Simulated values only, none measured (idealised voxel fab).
Process module heading - voxel released beams
The cross-section shown here is cut; it is 210 nm wide and divided into square cells measuring 5 nm on a side.
Format of a cross-section: grid, square cells. Given as bands. Order: top down. Band: one or more rows of cells.
In this notation a band is specified by the heights of its top and bottom, in that order and in nm, after which its materials appear from left to right, each paired with its width in nm. The word "all across" attached to a single material means that material fills the band from edge to edge; the word "blank" stands for empty space.
We count height from 0. Below that, the starting wafer is all one material. The lowest band never ends at the bottom but goes on down; see "0 down" for how that is written.
The two numbers in a width such as "30..40" mark its ends across the band: the first belongs to the top row of cells, the second to the bottom row, and from each row to the next the width moves by the same amount.
Step note "no change occurred" = no cross-section cell changed.
If an empty space has no open way to the top and is at least 8 cells in size, "Sealed-off cavities" lists it, written width x height at distance, where distance is measured from the left edge and every value is in nm.
The remark found on a step's line after its settings is issued by the simulator itself and pertains to that step.
"overlay nm" answers the question of how far to the right of plan the mask lay on a step that has a mask, and when it is negative the answer is to the left.
-- Steps in the process plan
1 RECEIVE [material Si]
2 CONFORMAL_DEP [material Al2O3] [thk nm 10]
3 DIRECTIONAL_DEP [material SiO2] [thk nm 15]
4 MASKED_ETCH [tone open] [mask id ANCHOR] [width nm 40] [etch materials SiO2] [depth nm 15] [overlay nm 0]
5 CONFORMAL_DEP [material SiN] [thk nm 15]
6 MASKED_ETCH [tone cover] [mask id BEAM] [width nm 125] [etch materials SiN] [depth nm 15] [overlay nm 0]
7 STRIP [etch materials SiO2]
-- Cross-sectional view of the wafer in its as-received condition, corresponding to the state after step 1
  0 down = Si all across
  Sealed-off cavities: none
-- Here's the cross-section of the first of our two wafers at the end of the module - it ran as planned
  40 to 25 = blank (40)  SiN (20)  blank (10)  SiN (95)  blank (45)
  25 to 10 = blank (45)  SiN (40)  blank (125)
  10 to 0 = Al2O3 all across
  0 down = Si all across
  Sealed-off cavities: none
-- Cross-sectional view of the second of two wafers upon completion of the module. This wafer shared its starting condition and process plan with the first; one error was made during its execution
  50 to 35 = blank (40)  SiN (125)  blank (45)
  35 to 25 = SiN all across
  25 to 10 = SiO2 (45)  SiN (40)  SiO2 (125)
  10 to 0 = Al2O3 all across
  0 down = Si all across
  Sealed-off cavities: none
Nonconformance to the process plan: step 5 went in with a setting other than planned; the actual run was CONFORMAL_DEP [material SiN] [thk nm 25]
Heads up, by the end the second wafer has more or fewer cells of some materials compared to the first: 90 more of SiN; 102 more of SiO2
